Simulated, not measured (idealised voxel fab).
This is a process module. Its name is voxel capacitor over wiring.
The width of the displayed cross-section, cut, is 150 nm; its cells are square, with a size of 5 nm.
Heads up, the way a cross-section reads in here is a grid of square cells, handed over as bands from the top down, with every band being one or more rows of cells.
Read a band's entry like this: the first values are the height of its top and the height of its bottom in nm, and what follows is the sequence of materials from left to right, each with its width in nm. Note that "blank" is empty space, and that a single material marked "full width" reaches across the band from edge to edge.
Ref level 0: as-received wafer is one material below here. Bottom band extends down with no lower bound ("0 nm and below").
Width: "30->40" (first number = top row, second number = bottom row, same change from row to row of cells).
The designation "no modification", where it is given for a processing step, indicates that no cell of the cross-section was altered in the course of that step.
Entry "Enclosed void entries". Content: empty spaces with no open connection to the top, size 8 cells or greater. Each: width x height at distance. Distance: from left edge. Unit: nm.
Heads up: the bit after the settings on a step's line is the simulator's remark on that step.
The optional step-line setting "overlay nm" applies to steps with a mask and quantifies how far to the right of its planned location the mask lay, a negative value indicating leftward placement.
Reading guide: pairs of cross-sections, before and after one process step; after view cut off at lowest changed band; step and settings listed under each pair. Pairs may stem from different runs of this module on the same starting wafer; continuity with the pair above only where the "Before processing" entry states it.
Before processing:
- 60 nm to 55 nm: SiCN (25), then blank (15), then SiCN (110)
- 55 nm to 45 nm: lowk full width
- 45 nm to 20 nm: SiO2 (20), then TiN (5), then W (10), then TiN (5), then SiO2 (70), then TiN (5), then W (10), then TiN (5), then SiO2 (20)
- 20 nm to 15 nm: SiCN (20), then TiN (20), then SiCN (70), then TiN (20), then SiCN (20)
- 15 nm to 0 nm: SiO2 full width
- 0 nm and below: Si full width
- Enclosed void entries: none
Post-Process Section:
- 70 nm to 65 nm: TiN (25), then blank (15), then TiN (110)
- 65 nm to 60 nm: TiN full width
- 60 nm to 55 nm: SiCN (25), then TiN (15), then SiCN (110)
- Everything below 55 is unchanged.
- Enclosed void entries: none
Step between the cross-sections above: op DIRECTIONAL_DEP | material TiN | thk nm 10
Before processing: just use the after drawing of the pair above as your starting point.
Post-Process Section:
- 75 nm to 70 nm: HfO2 (25), then blank (15), then HfO2 (110)
- 70 nm to 65 nm: TiN (25), then HfO2 (15), then TiN (110)
- Everything below 65 is unchanged.
- Enclosed void entries: none
Step between the cross-sections above: op DIRECTIONAL_DEP | material HfO2 | thk nm 5
Before processing: just use the after drawing of the pair above as your starting point.
Post-Process Section:
- 85 nm to 80 nm: TiN (25), then blank (15), then TiN (110)
- 80 nm to 75 nm: TiN full width
- 75 nm to 70 nm: HfO2 (25), then TiN (15), then HfO2 (110)
- Everything below 70 is unchanged.
- Enclosed void entries: none
Step between the cross-sections above: op DIRECTIONAL_DEP | material TiN | thk nm 10
Before processing: just use the after drawing of the pair above as your starting point.
Post-Process Section:
- 85 nm to 75 nm: blank (40->25), then TiN (60->75), then blank (50)
- Everything below 75 is unchanged.
- Enclosed void entries: none
Step between the cross-sections above: op MASKED_ETCH | tone cover | mask id UPPER_PLATE | width nm 75 | etch materials TiN | depth nm 10 | overlay nm 0
Before processing: just use the after drawing of the pair above as your starting point.
Post-Process Section:
- 85 nm to 75 nm: blank (40->25), then TiN (60->75), then blank (50)
- 75 nm to 70 nm: blank (25), then TiN (15), then HfO2 (60), then blank (50)
- Everything below 70 is unchanged.
- Enclosed void entries: none
Step between the cross-sections above: op MASKED_ETCH | tone cover | mask id UPPER_PLATE | width nm 75 | etch materials HfO2 | depth nm 5 | overlay nm 0
Before processing: just use the after drawing of the pair above as your starting point.
Post-Process Section:
- 100 nm to 95 nm: blank (40), then aC (60), then blank (50)
- 95 nm to 85 nm: blank (25), then aC (75), then blank (50)
- 85 nm to 75 nm: aC (40->25), then TiN (60->75), then aC (50)
- 75 nm to 70 nm: aC (25), then TiN (15), then HfO2 (60), then aC (50)
- Everything below 70 is unchanged.
- Enclosed void entries: none
Step between the cross-sections above: op DIRECTIONAL_DEP | material aC | thk nm 15
Before processing: just use the after drawing of the pair above as your starting point.
Post-Process Section:
- 135 nm to 100 nm: blank (20), then resist (85), then blank (45)
- 100 nm to 95 nm: blank (20), then resist (20), then aC (60), then resist (5), then blank (45)
- 95 nm to 85 nm: blank (20), then resist (5), then aC (75), then resist (5), then blank (45)
- Everything below 85 is unchanged.
- Enclosed void entries: none
Step between the cross-sections above: op PATTERN | tone cover | mask id LOWER_PLATE | material resist | width nm 85 | thk nm 35 | overlay nm 0
Before processing: just use the after drawing of the pair above as your starting point.
Post-Process Section:
- 120 nm to 100 nm: blank (20), then resist (85), then blank (45)
- 100 nm to 95 nm: blank (20), then resist (20), then aC (60), then resist (5), then blank (45)
- 95 nm to 85 nm: blank (20), then resist (5), then aC (75), then resist (5), then blank (45)
- 85 nm to 75 nm: blank (20), then aC (20->5), then TiN (60->75), then aC (5), then blank (45)
- 75 nm to 70 nm: blank (20), then aC (5), then TiN (15), then HfO2 (60), then aC (5), then blank (45)
- Everything below 70 is unchanged.
- Enclosed void entries: none
Step between the cross-sections above: op DIRECTIONAL_ETCH | etch materials aC | depth nm 15
Before processing: just use the after drawing of the pair above as your starting point.
Post-Process Section:
- 100 nm to 95 nm: blank (40), then aC (60), then blank (50)
- 95 nm to 85 nm: blank (25), then aC (75), then blank (50)
- Everything below 85 is unchanged.
- Enclosed void entries: none
Step between the cross-sections above: op STRIP | etch materials resist
Before processing: just use the after drawing of the pair above as your starting point.
Post-Process Section:
- 100 nm to 95 nm: blank (40), then aC (60), then blank (50)
- 95 nm to 85 nm: blank (25), then aC (75), then blank (50)
- 85 nm to 75 nm: blank (20), then aC (20->5), then TiN (60->75), then aC (5), then blank (45)
- 75 nm to 70 nm: blank (20), then aC (5), then TiN (15), then HfO2 (60), then aC (5), then blank (45)
- 70 nm to 65 nm: blank (20), then TiN (5), then HfO2 (15), then TiN (65), then blank (45)
- 65 nm to 60 nm: blank (20), then TiN (85), then blank (45)
- Everything below 60 is unchanged.
- Enclosed void entries: none
Step between the cross-sections above: op DIRECTIONAL_ETCH | etch materials TiN | depth nm 10
Before processing: just use the after drawing of the pair above as your starting point.
Post-Process Section:
- 85 nm to 75 nm: blank (40->25), then TiN (60->75), then blank (50)
- 75 nm to 70 nm: blank (25), then TiN (15), then HfO2 (60), then blank (50)
- Everything below 70 is unchanged.
- Enclosed void entries: none
Step between the cross-sections above: op STRIP | etch materials aC
Before processing: just use the after drawing of the pair above as your starting point.
Post-Process Section:
- 105 nm to 85 nm: SiO2 full width
- 85 nm to 75 nm: SiO2 (40->25), then TiN (60->75), then SiO2 (50)
- 75 nm to 70 nm: SiO2 (25), then TiN (15), then HfO2 (60), then SiO2 (50)
- 70 nm to 65 nm: SiO2 (20), then TiN (5), then HfO2 (15), then TiN (65), then SiO2 (45)
- 65 nm to 60 nm: SiO2 (20), then TiN (85), then SiO2 (45)
- Everything below 60 is unchanged.
- Enclosed void entries: none
Step between the cross-sections above: op FILL_DEP | material SiO2 | thk nm 20
Before processing: just use the after drawing of the pair above as your starting point.
Post-Process Section:
- 100 nm to 85 nm: SiO2 full width
- Everything below 85 is unchanged.
- Enclosed void entries: none
Step between the cross-sections above: op CMP | height nm 100
Before processing: just use the after drawing of the pair above as your starting point.
Post-Process Section:
- 100 nm to 85 nm: SiO2 (35), then blank (15), then SiO2 (100)
- Everything below 85 is unchanged.
- Enclosed void entries: none
Step between the cross-sections above: op MASKED_ETCH | tone open | mask id PLUG_2 | width nm 15 | etch materials SiO2 | depth nm 15 | overlay nm 0
Before processing: just use the after drawing of the pair above as your starting point.
Post-Process Section:
- 105 nm to 100 nm: TiN (40), then blank (5), then TiN (105)
- 100 nm to 90 nm: SiO2 (35), then TiN (5), then blank (5), then TiN (5), then SiO2 (100)
- 90 nm to 80 nm: SiO2 (35->40), then TiN (15->60), then SiO2 (100->50)
- Everything below 80 is unchanged.
- Enclosed void entries: none
Step between the cross-sections above: op CONFORMAL_DEP | material TiN | thk nm 5
Before processing: just use the after drawing of the pair above as your starting point.
Post-Process Section:
- 110 nm to 105 nm: Cu full width
- 105 nm to 100 nm: TiN (40), then Cu (5), then TiN (105)
- 100 nm to 90 nm: SiO2 (35), then TiN (5), then Cu (5), then TiN (5), then SiO2 (100)
- Everything below 90 is unchanged.
- Enclosed void entries: none
Step between the cross-sections above: op FILL_DEP | material Cu | thk nm 5
Before processing: just use the after drawing of the pair above as your starting point.
Post-Process Section:
- 100 nm to 90 nm: SiO2 (35), then TiN (5), then Cu (5), then TiN (5), then SiO2 (100)
- Everything below 90 is unchanged.
- Enclosed void entries: none
Step between the cross-sections above: op CMP | height nm 100
Before processing: just use the after drawing of the pair above as your starting point.
Post-Process Section:
- 105 nm to 100 nm: SiCN full width
- Everything below 100 is unchanged.
- Enclosed void entries: none
Step between the cross-sections above: op CONFORMAL_DEP | material SiCN | thk nm 5
Before processing:
- 50 nm to 45 nm: SiCN full width
- 45 nm to 20 nm: SiO2 (20), then TiN (5), then W (10), then TiN (5), then SiO2 (70), then TiN (5), then W (10), then TiN (5), then SiO2 (20)
- 20 nm to 15 nm: SiCN (20), then TiN (20), then SiCN (70), then TiN (20), then SiCN (20)
- 15 nm to 0 nm: SiO2 full width
- 0 nm and below: Si full width
- Enclosed void entries: none
Post-Process Section:
- 65 nm to 50 nm: lowk full width
- Everything below 50 is unchanged.
- Enclosed void entries: none
Step between the cross-sections above: op DIRECTIONAL_DEP | material lowk | thk nm 15
Before processing: just use the after drawing of the pair above as your starting point.
Post-Process Section:
- 65 nm to 55 nm: lowk (25), then blank (15), then lowk (110)
- Everything below 55 is unchanged.
- Enclosed void entries: none
Step between the cross-sections above: op MASKED_ETCH | tone open | mask id PLUG_1 | width nm 15 | etch materials lowk | depth nm 10 | overlay nm 0
Before processing: just use the after drawing of the pair above as your starting point.
Post-Process Section:
- 75 nm to 65 nm: TiN (25), then blank (15), then TiN (110)
- 65 nm to 55 nm: lowk (25), then TiN (15), then lowk (110)
- Everything below 55 is unchanged.
- Enclosed void entries: none
Step between the cross-sections above: op DIRECTIONAL_DEP | material TiN | thk nm 10
Before processing: just use the after drawing of the pair above as your starting point.
Post-Process Section:
- 80 nm to 75 nm: HfO2 (25), then blank (15), then HfO2 (110)
- 75 nm to 70 nm: TiN (25), then blank (15), then TiN (110)
- 70 nm to 65 nm: TiN (25), then HfO2 (15), then TiN (110)
- Everything below 65 is unchanged.
- Enclosed void entries: none
Step between the cross-sections above: op DIRECTIONAL_DEP | material HfO2 | thk nm 5
Before processing: just use the after drawing of the pair above as your starting point.
Post-Process Section:
- 90 nm to 80 nm: TiN (25), then blank (15), then TiN (110)
- 80 nm to 75 nm: HfO2 (25), then TiN (15), then HfO2 (110)
- 75 nm to 70 nm: TiN full width
- Everything below 70 is unchanged.
- Enclosed void entries: none
Step between the cross-sections above: op DIRECTIONAL_DEP | material TiN | thk nm 10
Before processing: just use the after drawing of the pair above as your starting point.
Post-Process Section:
- 90 nm to 80 nm: blank (40), then TiN (60), then blank (50)
- Everything below 80 is unchanged.
- Enclosed void entries: none
Step between the cross-sections above: op MASKED_ETCH | tone cover | mask id UPPER_PLATE | width nm 75 | etch materials TiN | depth nm 10 | overlay nm 0
Before processing: just use the after drawing of the pair above as your starting point.
Post-Process Section:
- 90 nm to 80 nm: blank (40), then TiN (60), then blank (50)
- 80 nm to 75 nm: blank (25), then TiN (15), then HfO2 (60), then blank (50)
- Everything below 75 is unchanged.
- Enclosed void entries: none
Step between the cross-sections above: op MASKED_ETCH | tone cover | mask id UPPER_PLATE | width nm 75 | etch materials HfO2 | depth nm 5 | overlay nm 0
Before processing: just use the after drawing of the pair above as your starting point.
Post-Process Section:
- 105 nm to 95 nm: blank (40), then aC (60), then blank (50)
- 95 nm to 90 nm: blank (25), then aC (75), then blank (50)
- 90 nm to 80 nm: aC (40), then TiN (60), then aC (50)
- 80 nm to 75 nm: aC (25), then TiN (15), then HfO2 (60), then aC (50)
- Everything below 75 is unchanged.
- Enclosed void entries: none
Step between the cross-sections above: op DIRECTIONAL_DEP | material aC | thk nm 15
Before processing: just use the after drawing of the pair above as your starting point.
Post-Process Section:
- 140 nm to 105 nm: blank (20), then resist (85), then blank (45)
- 105 nm to 95 nm: blank (20), then resist (20), then aC (60), then resist (5), then blank (45)
- 95 nm to 90 nm: blank (20), then resist (5), then aC (75), then resist (5), then blank (45)
- Everything below 90 is unchanged.
- Enclosed void entries: none
Step between the cross-sections above: op PATTERN | tone cover | mask id LOWER_PLATE | material resist | width nm 85 | thk nm 35 | overlay nm 0
Before processing: just use the after drawing of the pair above as your starting point.
Post-Process Section:
- 125 nm to 105 nm: blank (20), then resist (85), then blank (45)
- 105 nm to 95 nm: blank (20), then resist (20), then aC (60), then resist (5), then blank (45)
- 95 nm to 90 nm: blank (20), then resist (5), then aC (75), then resist (5), then blank (45)
- 90 nm to 80 nm: blank (20), then aC (20), then TiN (60), then aC (5), then blank (45)
- 80 nm to 75 nm: blank (20), then aC (5), then TiN (15), then HfO2 (60), then aC (5), then blank (45)
- Everything below 75 is unchanged.
- Enclosed void entries: none
Step between the cross-sections above: op DIRECTIONAL_ETCH | etch materials aC | depth nm 15
Before processing: just use the after drawing of the pair above as your starting point.
Post-Process Section:
- 105 nm to 95 nm: blank (40), then aC (60), then blank (50)
- 95 nm to 90 nm: blank (25), then aC (75), then blank (50)
- Everything below 90 is unchanged.
- Enclosed void entries: none
Step between the cross-sections above: op STRIP | etch materials resist
Before processing: just use the after drawing of the pair above as your starting point.
Post-Process Section:
- 105 nm to 95 nm: blank (40), then aC (60), then blank (50)
- 95 nm to 90 nm: blank (25), then aC (75), then blank (50)
- 90 nm to 80 nm: blank (20), then aC (20), then TiN (60), then aC (5), then blank (45)
- 80 nm to 75 nm: blank (20), then aC (5), then TiN (15), then HfO2 (60), then aC (5), then blank (45)
- 75 nm to 70 nm: blank (20), then TiN (85), then blank (45)
- 70 nm to 65 nm: blank (20), then TiN (5), then HfO2 (15), then TiN (65), then blank (45)
- Everything below 65 is unchanged.
- Enclosed void entries: none
Step between the cross-sections above: op DIRECTIONAL_ETCH | etch materials TiN | depth nm 10
Before processing: just use the after drawing of the pair above as your starting point.
Post-Process Section:
- 90 nm to 80 nm: blank (40), then TiN (60), then blank (50)
- 80 nm to 75 nm: blank (25), then TiN (15), then HfO2 (60), then blank (50)
- Everything below 75 is unchanged.
- Enclosed void entries: none
Step between the cross-sections above: op STRIP | etch materials aC
Before processing: just use the after drawing of the pair above as your starting point.
Post-Process Section:
- 110 nm to 90 nm: SiO2 full width
- 90 nm to 80 nm: SiO2 (40), then TiN (60), then SiO2 (50)
- 80 nm to 75 nm: SiO2 (25), then TiN (15), then HfO2 (60), then SiO2 (50)
- 75 nm to 70 nm: SiO2 (20), then TiN (85), then SiO2 (45)
- 70 nm to 65 nm: SiO2 (20), then TiN (5), then HfO2 (15), then TiN (65), then SiO2 (45)
- Everything below 65 is unchanged.
- Enclosed void entries: none
Step between the cross-sections above: op FILL_DEP | material SiO2 | thk nm 20
Before processing: just use the after drawing of the pair above as your starting point.
Post-Process Section:
- 100 nm to 90 nm: SiO2 full width
- Everything below 90 is unchanged.
- Enclosed void entries: none
Step between the cross-sections above: op CMP | height nm 100
Before processing: just use the after drawing of the pair above as your starting point.
Post-Process Section:
- 100 nm to 90 nm: SiO2 (35), then blank (15), then SiO2 (100)
- 90 nm to 85 nm: SiO2 (35), then blank (5), then TiN (60), then SiO2 (50)
- Everything below 85 is unchanged.
- Enclosed void entries: none
Step between the cross-sections above: op MASKED_ETCH | tone open | mask id PLUG_2 | width nm 15 | etch materials SiO2 | depth nm 15 | overlay nm 0
Before processing: just use the after drawing of the pair above as your starting point.
Post-Process Section:
- 105 nm to 100 nm: TiN (40), then blank (5), then TiN (105)
- 100 nm to 95 nm: SiO2 (35), then TiN (5), then blank (5), then TiN (5), then SiO2 (100)
- 95 nm to 85 nm: SiO2 (35), then TiN (15->65), then SiO2 (100->50)
- Everything below 85 is unchanged.
- Enclosed void entries: none
Step between the cross-sections above: op CONFORMAL_DEP | material TiN | thk nm 5
Before processing: just use the after drawing of the pair above as your starting point.
Post-Process Section:
- 110 nm to 105 nm: Cu full width
- 105 nm to 100 nm: TiN (40), then Cu (5), then TiN (105)
- 100 nm to 95 nm: SiO2 (35), then TiN (5), then Cu (5), then TiN (5), then SiO2 (100)
- Everything below 95 is unchanged.
- Enclosed void entries: none
Step between the cross-sections above: op FILL_DEP | material Cu | thk nm 5
Before processing: just use the after drawing of the pair above as your starting point.
Post-Process Section:
- 100 nm to 95 nm: SiO2 (35), then TiN (5), then Cu (5), then TiN (5), then SiO2 (100)
- Everything below 95 is unchanged.
- Enclosed void entries: none
Step between the cross-sections above: op CMP | height nm 100
Before processing: just use the after drawing of the pair above as your starting point.
Post-Process Section:
- 105 nm to 100 nm: SiCN full width
- Everything below 100 is unchanged.
- Enclosed void entries: none
Step between the cross-sections above: op CONFORMAL_DEP | material SiCN | thk nm 5
Before processing:
- 100 nm to 85 nm: SiO2 full width
- 85 nm to 75 nm: SiO2 (25), then TiN (75), then SiO2 (50)
- 75 nm to 70 nm: SiO2 (25), then HfO2 (75), then SiO2 (50)
- 70 nm to 60 nm: SiO2 (20), then TiN (85), then SiO2 (45)
- 60 nm to 50 nm: lowk (25), then Ru (15), then lowk (110)
- 50 nm to 45 nm: SiCN (25), then Ru (15), then SiCN (110)
- 45 nm to 20 nm: SiO2 (20), then TiN (5), then W (10), then TiN (5), then SiO2 (70), then TiN (5), then W (10), then TiN (5), then SiO2 (20)
- 20 nm to 15 nm: SiCN (20), then TiN (20), then SiCN (70), then TiN (20), then SiCN (20)
- 15 nm to 0 nm: SiO2 full width
- 0 nm and below: Si full width
- Enclosed void entries: none
Post-Process Section:
- 100 nm to 85 nm: SiO2 (35), then blank (20), then SiO2 (95)
- Everything below 85 is unchanged.
- Enclosed void entries: none
Step between the cross-sections above: op MASKED_ETCH | tone open | mask id PLUG_2 | width nm 20 | etch materials SiO2 | depth nm 15 | overlay nm 0
Before processing: just use the after drawing of the pair above as your starting point.
Post-Process Section:
- 105 nm to 100 nm: TiN (40), then blank (10), then TiN (100)
- 100 nm to 90 nm: SiO2 (35), then TiN (5), then blank (10), then TiN (5), then SiO2 (95)
- 90 nm to 85 nm: SiO2 (35), then TiN (20), then SiO2 (95)
- Everything below 85 is unchanged.
- Enclosed void entries: none
Step between the cross-sections above: op CONFORMAL_DEP | material TiN | thk nm 5
Before processing: just use the after drawing of the pair above as your starting point.
Post-Process Section:
- 110 nm to 105 nm: Cu full width
- 105 nm to 100 nm: TiN (40), then Cu (10), then TiN (100)
- 100 nm to 90 nm: SiO2 (35), then TiN (5), then Cu (10), then TiN (5), then SiO2 (95)
- Everything below 90 is unchanged.
- Enclosed void entries: none
Step between the cross-sections above: op FILL_DEP | material Cu | thk nm 5
Before processing: just use the after drawing of the pair above as your starting point.
Post-Process Section:
- 100 nm to 90 nm: SiO2 (35), then TiN (5), then Cu (10), then TiN (5), then SiO2 (95)
- Everything below 90 is unchanged.
- Enclosed void entries: none
Step between the cross-sections above: op CMP | height nm 100
Before processing: just use the after drawing of the pair above as your starting point.
Post-Process Section:
- 105 nm to 100 nm: SiCN full width
- Everything below 100 is unchanged.
- Enclosed void entries: none
Step between the cross-sections above: op CONFORMAL_DEP | material SiCN | thk nm 5
Before processing:
- 60 nm to 50 nm: lowk full width
- 50 nm to 45 nm: SiCN full width
- 45 nm to 20 nm: SiO2 (20), then TiN (5), then W (10), then TiN (5), then SiO2 (70), then TiN (5), then W (10), then TiN (5), then SiO2 (20)
- 20 nm to 15 nm: SiCN (20), then TiN (20), then SiCN (70), then TiN (20), then SiCN (20)
- 15 nm to 0 nm: SiO2 full width
- 0 nm and below: Si full width
- Enclosed void entries: none
Post-Process Section:
- 60 nm to 50 nm: lowk (15), then blank (15), then lowk (120)
- Everything below 50 is unchanged.
- Enclosed void entries: none
Step between the cross-sections above: op MASKED_ETCH | tone open | mask id PLUG_1 | width nm 15 | etch materials lowk | depth nm 10 | overlay nm -10
Before processing: just use the after drawing of the pair above as your starting point.
Post-Process Section:
- 60 nm to 50 nm: lowk (15), then blank (15), then lowk (120)
- 50 nm to 45 nm: SiCN (25), then blank (5), then SiCN (120)
- Everything below 45 is unchanged.
- Enclosed void entries: none
Step between the cross-sections above: op MASKED_ETCH | tone open | mask id PLUG_1 | width nm 15 | etch materials SiCN | depth nm 5 | overlay nm 0
Before processing: just use the after drawing of the pair above as your starting point.
Post-Process Section:
- 60 nm to 55 nm: lowk (15), then blank (15), then lowk (120)
- 55 nm to 50 nm: lowk (15), then blank (5), then Ru (10), then lowk (120)
- 50 nm to 45 nm: SiCN (25), then Ru (5), then SiCN (120)
- Everything below 45 is unchanged.
- Enclosed void entries: none
Step between the cross-sections above: op EPI | material Ru | thk nm 10
Before processing: just use the after drawing of the pair above as your starting point.
Post-Process Section:
- 60 nm to 50 nm: lowk (15), then Ru (15), then lowk (120)
- Everything below 50 is unchanged.
- Enclosed void entries: none
Step between the cross-sections above: op EPI | material Ru | thk nm 5
Before processing: just use the after drawing of the pair above as your starting point.
Post-Process Section:
- 70 nm to 60 nm: TiN full width
- Everything below 60 is unchanged.
- Enclosed void entries: none
Step between the cross-sections above: op DIRECTIONAL_DEP | material TiN | thk nm 10
Before processing: just use the after drawing of the pair above as your starting point.
Post-Process Section:
- 75 nm to 70 nm: HfO2 full width
- Everything below 70 is unchanged.
- Enclosed void entries: none
Step between the cross-sections above: op DIRECTIONAL_DEP | material HfO2 | thk nm 5
Before processing: just use the after drawing of the pair above as your starting point.
Post-Process Section:
- 85 nm to 75 nm: TiN full width
- Everything below 75 is unchanged.
- Enclosed void entries: none
Step between the cross-sections above: op DIRECTIONAL_DEP | material TiN | thk nm 10
Before processing: just use the after drawing of the pair above as your starting point.
Post-Process Section:
- 85 nm to 75 nm: blank (25), then TiN (75), then blank (50)
- Everything below 75 is unchanged.
- Enclosed void entries: none
Step between the cross-sections above: op MASKED_ETCH | tone cover | mask id UPPER_PLATE | width nm 75 | etch materials TiN | depth nm 10 | overlay nm 0
Before processing: just use the after drawing of the pair above as your starting point.
Post-Process Section:
- 85 nm to 75 nm: blank (25), then TiN (75), then blank (50)
- 75 nm to 70 nm: blank (25), then HfO2 (75), then blank (50)
- Everything below 70 is unchanged.
- Enclosed void entries: none
Step between the cross-sections above: op MASKED_ETCH | tone cover | mask id UPPER_PLATE | width nm 75 | etch materials HfO2 | depth nm 5 | overlay nm 0
Before processing: just use the after drawing of the pair above as your starting point.
Post-Process Section:
- 100 nm to 85 nm: blank (25), then aC (75), then blank (50)
- 85 nm to 75 nm: aC (25), then TiN (75), then aC (50)
- 75 nm to 70 nm: aC (25), then HfO2 (75), then aC (50)
- Everything below 70 is unchanged.
- Enclosed void entries: none
Step between the cross-sections above: op DIRECTIONAL_DEP | material aC | thk nm 15
Before processing: just use the after drawing of the pair above as your starting point.
Post-Process Section:
- 135 nm to 100 nm: blank (20), then resist (85), then blank (45)
- 100 nm to 85 nm: blank (20), then resist (5), then aC (75), then resist (5), then blank (45)
- Everything below 85 is unchanged.
- Enclosed void entries: none
Step between the cross-sections above: op PATTERN | tone cover | mask id LOWER_PLATE | material resist | width nm 85 | thk nm 35 | overlay nm 0
Before processing: just use the after drawing of the pair above as your starting point.
Post-Process Section:
- 120 nm to 100 nm: blank (20), then resist (85), then blank (45)
- 100 nm to 85 nm: blank (20), then resist (5), then aC (75), then resist (5), then blank (45)
- 85 nm to 75 nm: blank (20), then aC (5), then TiN (75), then aC (5), then blank (45)
- 75 nm to 70 nm: blank (20), then aC (5), then HfO2 (75), then aC (5), then blank (45)
- Everything below 70 is unchanged.
- Enclosed void entries: none
Step between the cross-sections above: op DIRECTIONAL_ETCH | etch materials aC | depth nm 15
Before processing: just use the after drawing of the pair above as your starting point.
Post-Process Section:
- 100 nm to 85 nm: blank (25), then aC (75), then blank (50)
- Everything below 85 is unchanged.
- Enclosed void entries: none
Step between the cross-sections above: op STRIP | etch materials resist
Before processing: just use the after drawing of the pair above as your starting point.
Post-Process Section:
- 100 nm to 85 nm: blank (25), then aC (75), then blank (50)
- 85 nm to 75 nm: blank (20), then aC (5), then TiN (75), then aC (5), then blank (45)
- 75 nm to 70 nm: blank (20), then aC (5), then HfO2 (75), then aC (5), then blank (45)
- 70 nm to 60 nm: blank (20), then TiN (85), then blank (45)
- Everything below 60 is unchanged.
- Enclosed void entries: none
Step between the cross-sections above: op DIRECTIONAL_ETCH | etch materials TiN | depth nm 10
Before processing: just use the after drawing of the pair above as your starting point.
Post-Process Section:
- 85 nm to 75 nm: blank (25), then TiN (75), then blank (50)
- 75 nm to 70 nm: blank (25), then HfO2 (75), then blank (50)
- Everything below 70 is unchanged.
- Enclosed void entries: none
Step between the cross-sections above: op STRIP | etch materials aC
Before processing: just use the after drawing of the pair above as your starting point.
Post-Process Section:
- 105 nm to 85 nm: SiO2 full width
- 85 nm to 75 nm: SiO2 (25), then TiN (75), then SiO2 (50)
- 75 nm to 70 nm: SiO2 (25), then HfO2 (75), then SiO2 (50)
- 70 nm to 60 nm: SiO2 (20), then TiN (85), then SiO2 (45)
- Everything below 60 is unchanged.
- Enclosed void entries: none
Step between the cross-sections above: op FILL_DEP | material SiO2 | thk nm 20
Before processing: just use the after drawing of the pair above as your starting point.
Post-Process Section:
- 100 nm to 85 nm: SiO2 full width
- Everything below 85 is unchanged.
- Enclosed void entries: none
Step between the cross-sections above: op CMP | height nm 100
Before processing: just use the after drawing of the pair above as your starting point.
Post-Process Section:
- 100 nm to 85 nm: SiO2 (35), then blank (15), then SiO2 (100)
- Everything below 85 is unchanged.
- Enclosed void entries: none
Step between the cross-sections above: op MASKED_ETCH | tone open | mask id PLUG_2 | width nm 15 | etch materials SiO2 | depth nm 15 | overlay nm 0
Before processing: just use the after drawing of the pair above as your starting point.
Post-Process Section:
- 105 nm to 100 nm: TiN (40), then blank (5), then TiN (105)
- 100 nm to 90 nm: SiO2 (35), then TiN (5), then blank (5), then TiN (5), then SiO2 (100)
- 90 nm to 85 nm: SiO2 (35), then TiN (15), then SiO2 (100)
- Everything below 85 is unchanged.
- Enclosed void entries: none
Step between the cross-sections above: op CONFORMAL_DEP | material TiN | thk nm 5
Before processing: just use the after drawing of the pair above as your starting point.
Post-Process Section:
- 110 nm to 105 nm: Cu full width
- 105 nm to 100 nm: TiN (40), then Cu (5), then TiN (105)
- 100 nm to 90 nm: SiO2 (35), then TiN (5), then Cu (5), then TiN (5), then SiO2 (100)
- Everything below 90 is unchanged.
- Enclosed void entries: none
Step between the cross-sections above: op FILL_DEP | material Cu | thk nm 5
Before processing: just use the after drawing of the pair above as your starting point.
Post-Process Section:
- 100 nm to 90 nm: SiO2 (35), then TiN (5), then Cu (5), then TiN (5), then SiO2 (100)
- Everything below 90 is unchanged.
- Enclosed void entries: none
Step between the cross-sections above: op CMP | height nm 100
Before processing: just use the after drawing of the pair above as your starting point.
Post-Process Section:
- 105 nm to 100 nm: SiCN full width
- Everything below 100 is unchanged.
- Enclosed void entries: none
Step between the cross-sections above: op CONFORMAL_DEP | material SiCN | thk nm 5
Before processing:
- 85 nm to 75 nm: blank (25), then TiN (75), then blank (50)
- 75 nm to 70 nm: blank (25), then HfO2 (75), then blank (50)
- 70 nm to 60 nm: blank (20), then TiN (85), then blank (45)
- 60 nm to 50 nm: lowk (25), then Ru (15), then lowk (110)
- 50 nm to 45 nm: SiCN (25), then Ru (15), then SiCN (110)
- 45 nm to 20 nm: SiO2 (20), then TiN (5), then W (10), then TiN (5), then SiO2 (70), then TiN (5), then W (10), then TiN (5), then SiO2 (20)
- 20 nm to 15 nm: SiCN (20), then TiN (20), then SiCN (70), then TiN (20), then SiCN (20)
- 15 nm to 0 nm: SiO2 full width
- 0 nm and below: Si full width
- Enclosed void entries: none
Post-Process Section:
- 105 nm to 75 nm: TiN full width
- 75 nm to 70 nm: TiN (25), then HfO2 (75), then TiN (50)
- 70 nm to 60 nm: TiN full width
- Everything below 60 is unchanged.
- Enclosed void entries: none
Step between the cross-sections above: op FILL_DEP | material TiN | thk nm 20
Before processing: just use the after drawing of the pair above as your starting point.
Post-Process Section:
- 100 nm to 75 nm: TiN full width
- Everything below 75 is unchanged.
- Enclosed void entries: none
Step between the cross-sections above: op CMP | height nm 100
Before processing: just use the after drawing of the pair above as your starting point.
Post-Process Section:
- 105 nm to 75 nm: TiN full width
- Everything below 75 is unchanged.
- Enclosed void entries: none
Step between the cross-sections above: op CONFORMAL_DEP | material TiN | thk nm 5
Before processing: just use the after drawing of the pair above as your starting point.
Post-Process Section:
- 110 nm to 105 nm: Cu full width
- Everything below 105 is unchanged.
- Enclosed void entries: none
Step between the cross-sections above: op FILL_DEP | material Cu | thk nm 5
Before processing: just use the after drawing of the pair above as your starting point.
Post-Process Section:
- 100 nm to 75 nm: TiN full width
- Everything below 75 is unchanged.
- Enclosed void entries: none
Step between the cross-sections above: op CMP | height nm 100
Before processing: just use the after drawing of the pair above as your starting point.
Post-Process Section:
- 105 nm to 100 nm: SiCN full width
- Everything below 100 is unchanged.
- Enclosed void entries: none
Step between the cross-sections above: op CONFORMAL_DEP | material SiCN | thk nm 5
Before processing:
- 45 nm to 20 nm: SiO2 full width
- 20 nm to 15 nm: SiCN full width
- 15 nm to 0 nm: SiO2 full width
- 0 nm and below: Si full width
- Enclosed void entries: none
Post-Process Section:
- 60 nm to 45 nm: blank (20), then resist (20), then blank (70), then resist (20), then blank (20)
- Everything below 45 is unchanged.
- Enclosed void entries: none
Step between the cross-sections above: op PATTERN | tone cover | mask id METAL_1 | material resist | width nm 20 | pitch nm 90 | thk nm 15 | overlay nm 0
Before processing: just use the after drawing of the pair above as your starting point.
Post-Process Section:
- 60 nm to 45 nm: blank (20), then resist (20), then blank (70), then resist (20), then blank (20)
- 45 nm to 20 nm: blank (20), then SiO2 (20), then blank (70), then SiO2 (20), then blank (20)
- Everything below 20 is unchanged.
- Enclosed void entries: none
Step between the cross-sections above: op DIRECTIONAL_ETCH | etch materials SiO2 | depth nm 25
